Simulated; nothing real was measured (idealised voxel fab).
The document below concerns the process module designated voxel transistor to metal.
FYI the section here is cut, 300 nm wide, cells are 5 nm squares.
Square cells in a grid make up a cross-section in this document, and the grid is given as bands, listed from the top down, each one or more rows of cells. A band entry consists of two parts. The first gives the height of the band's top and the height of its bottom, in nm. The rest lists the band's materials from left to right, each with its width in nm. A single material labelled with the word "throughout" fills the band from edge to edge, and the word "blank" marks empty space. A quick word on heights: they are counted from 0, and under that level the wafer as it came to us is one material throughout. The lowest band is different from the rest in having no bottom; it simply continues downward, written as in "from 0 down". Width: "30 to 40" (first number = top row, second number = bottom row, same change from row to row of cells). It should be understood that the words "no change occurred", when stated for a given step, signify that the cross-section underwent no change in any of its cells during that step. The label "Closed void table" introduces a list of the empty spaces, 8 cells or larger, that have no open way up to the top; each entry in it reads width x height at distance, where the distance is taken from the left edge and all three are stated in nm. after a step's settings: what the simulator itself notes on the step. A step line may carry the setting "overlay nm", which, for steps involving a mask, states the distance by which the mask lay to the right of its intended position; negative values denote displacement to the left.
These are the steps we planned for the process:
| 1 | RECEIVE with material Si |
| 2 | CONFORMAL_DEP with material SiO2, thk nm 5 |
| 3 | CONFORMAL_DEP with material SiN, thk nm 10 |
| 4 | DIRECTIONAL_DEP with material aC, thk nm 15 |
| 5 | PATTERN with tone cover, mask id ACTIVE, material resist, width nm 105, pitch nm 135, thk nm 30, overlay nm 0 |
| 6 | DIRECTIONAL_ETCH with etch materials aC, depth nm 15 |
| 7 | STRIP with etch materials resist |
| 8 | DIRECTIONAL_ETCH with etch materials SiN, depth nm 10 |
| 9 | DIRECTIONAL_ETCH with etch materials SiO2, depth nm 5 |
| 10 | DIRECTIONAL_ETCH with etch materials Si, depth nm 35 |
| 11 | STRIP with etch materials aC |
| 12 | FILL_DEP with material SiO2, thk nm 15 |
| 13 | CMP with height nm 15 |
| 14 | SELECTIVE_ETCH with etch materials SiO2, depth nm 5 |
| 15 | STRIP with etch materials SiN |
| 16 | SELECTIVE_ETCH with etch materials SiO2, depth nm 5 |
| 17 | OXIDIZE with depth nm 5 |
| 18 | DIRECTIONAL_DEP with material polySi, thk nm 20 |
| 19 | DIRECTIONAL_DEP with material SiCN, thk nm 15 |
| 20 | DIRECTIONAL_DEP with material aC, thk nm 15 |
| 21 | PATTERN with tone cover, mask id GATE, material resist, width nm 25, pitch nm 135, thk nm 30, overlay nm 0 |
| 22 | DIRECTIONAL_ETCH with etch materials aC, depth nm 15 |
| 23 | STRIP with etch materials resist |
| 24 | DIRECTIONAL_ETCH with etch materials SiCN, depth nm 25 |
| 25 | DIRECTIONAL_ETCH with etch materials polySi, depth nm 30 |
| 26 | STRIP with etch materials aC |
| 27 | CONFORMAL_DEP with material SiO2, thk nm 5 |
| 28 | DIRECTIONAL_ETCH with etch materials SiO2, depth nm 5 |
| 29 | CONFORMAL_DEP with material SiN, thk nm 5 |
| 30 | DIRECTIONAL_ETCH with etch materials SiN, depth nm 5 |
| 31 | DIRECTIONAL_ETCH with etch materials SiO2, depth nm 5 |
| 32 | DIRECTIONAL_ETCH with etch materials Si, depth nm 15 |
| 33 | EPI with material nSi, thk nm 15 |
| 34 | FILL_DEP with material SiO2, thk nm 10 |
| 35 | CMP with height nm 35 |
| 36 | DIRECTIONAL_DEP with material SiO2, thk nm 15 |
| 37 | PATTERN with tone open, mask id CONTACT, material resist, width nm 20, thk nm 15, overlay nm 0 |
| 38 | DIRECTIONAL_ETCH with etch materials SiO2, depth nm 40 |
| 39 | STRIP with etch materials resist |
| 40 | CONFORMAL_DEP with material TiN, thk nm 5 |
| 41 | FILL_DEP with material W, thk nm 5 |
| 42 | CMP with height nm 50 |
| 43 | CONFORMAL_DEP with material SiCN, thk nm 5 |
| 44 | DIRECTIONAL_DEP with material SiO2, thk nm 25 |
| 45 | PATTERN with tone open, mask id METAL_1, material resist, width nm 20, thk nm 15, overlay nm 0 |
| 46 | DIRECTIONAL_ETCH with etch materials SiO2, depth nm 25 |
| 47 | DIRECTIONAL_ETCH with etch materials SiCN, depth nm 5 |
| 48 | STRIP with etch materials resist |
| 49 | CONFORMAL_DEP with material TiN, thk nm 5 |
| 50 | FILL_DEP with material W, thk nm 10 |
| 51 | CMP with height nm 80 |
| 52 | CONFORMAL_DEP with material SiCN, thk nm 5 |
Cross-section of the incoming wafer, state after step 1:
from 0 down = Si throughout
Closed void table: none
Cross-section at module end, one run error; start and plan unchanged from above:
from 85 to 80 = SiCN throughout
from 80 to 55 = 35 nm SiO2 | 5 nm TiN | 10 nm W | 5 nm TiN | 55 nm SiO2 | 5 nm TiN | 10 nm W | 5 nm TiN | 40 nm SiO2 | 5 nm TiN | 10 nm W | 5 nm TiN | 55 nm SiO2 | 5 nm TiN | 10 nm W | 5 nm TiN | 35 nm SiO2
from 55 to 50 = 35 nm SiCN | 20 nm TiN | 55 nm SiCN | 20 nm TiN | 40 nm SiCN | 20 nm TiN | 55 nm SiCN | 20 nm TiN | 35 nm SiCN
from 50 to 35 = 35 nm SiO2 | 5 nm TiN | 10 nm W | 5 nm TiN | 55 nm SiO2 | 5 nm TiN | 10 nm W | 5 nm TiN | 40 nm SiO2 | 5 nm TiN | 10 nm W | 5 nm TiN | 55 nm SiO2 | 5 nm TiN | 10 nm W | 5 nm TiN | 35 nm SiO2
from 35 to 20 = 35 nm SiO2 | 5 nm TiN | 10 nm W | 5 nm TiN | 10 nm SiO2 | 5 nm SiN | 25 nm SiCN | 5 nm SiN | 10 nm SiO2 | 5 nm TiN | 10 nm W | 5 nm TiN | 40 nm SiO2 | 5 nm TiN | 10 nm W | 5 nm TiN | 10 nm SiO2 | 5 nm SiN | 25 nm SiCN | 5 nm SiN | 10 nm SiO2 | 5 nm TiN | 10 nm W | 5 nm TiN | 35 nm SiO2
from 20 to 15 = 35 nm SiO2 | 5 nm TiN | 10 nm W | 5 nm TiN | 10 nm SiO2 | 5 nm SiN | 25 nm polySi | 5 nm SiN | 10 nm SiO2 | 5 nm TiN | 10 nm W | 5 nm TiN | 40 nm SiO2 | 5 nm TiN | 10 nm W | 5 nm TiN | 10 nm SiO2 | 5 nm SiN | 25 nm polySi | 5 nm SiN | 10 nm SiO2 | 5 nm TiN | 10 nm W | 5 nm TiN | 35 nm SiO2
from 15 to 10 = 35 nm SiO2 | 20 nm TiN | 10 nm SiO2 | 5 nm SiN | 25 nm polySi | 5 nm SiN | 10 nm SiO2 | 20 nm TiN | 40 nm SiO2 | 20 nm TiN | 10 nm SiO2 | 5 nm SiN | 25 nm polySi | 5 nm SiN | 10 nm SiO2 | 20 nm TiN | 35 nm SiO2
from 10 to 0 = 50 nm SiO2 | 15 nm nSi | 5 nm SiN | 25 nm polySi | 5 nm SiN | 15 nm nSi | 70 nm SiO2 | 15 nm nSi | 5 nm SiN | 25 nm polySi | 5 nm SiN | 15 nm nSi | 50 nm SiO2
from 0 to -5 = 25 nm SiO2 | 5 nm SiN | 20 nm SiO2 | 15 nm nSi | 5 nm SiN | 25 nm SiO2 | 5 nm SiN | 15 nm nSi | 20 nm SiO2 | 5 nm SiN | 20 nm SiO2 | 5 nm SiN | 20 nm SiO2 | 15 nm nSi | 5 nm SiN | 25 nm SiO2 | 5 nm SiN | 15 nm nSi | 20 nm SiO2 | 5 nm SiN | 25 nm SiO2
from -5 to -20 = 30 nm SiO2 | 35 nm nSi | 35 nm Si | 35 nm nSi | 30 nm SiO2 | 35 nm nSi | 35 nm Si | 35 nm nSi | 30 nm SiO2
from -20 to -35 = 30 nm SiO2 | 105 nm Si | 30 nm SiO2 | 105 nm Si | 30 nm SiO2
from -35 down = Si throughout
Closed void table: none
Processing error: step 27 of the plan was bypassed and not carried out
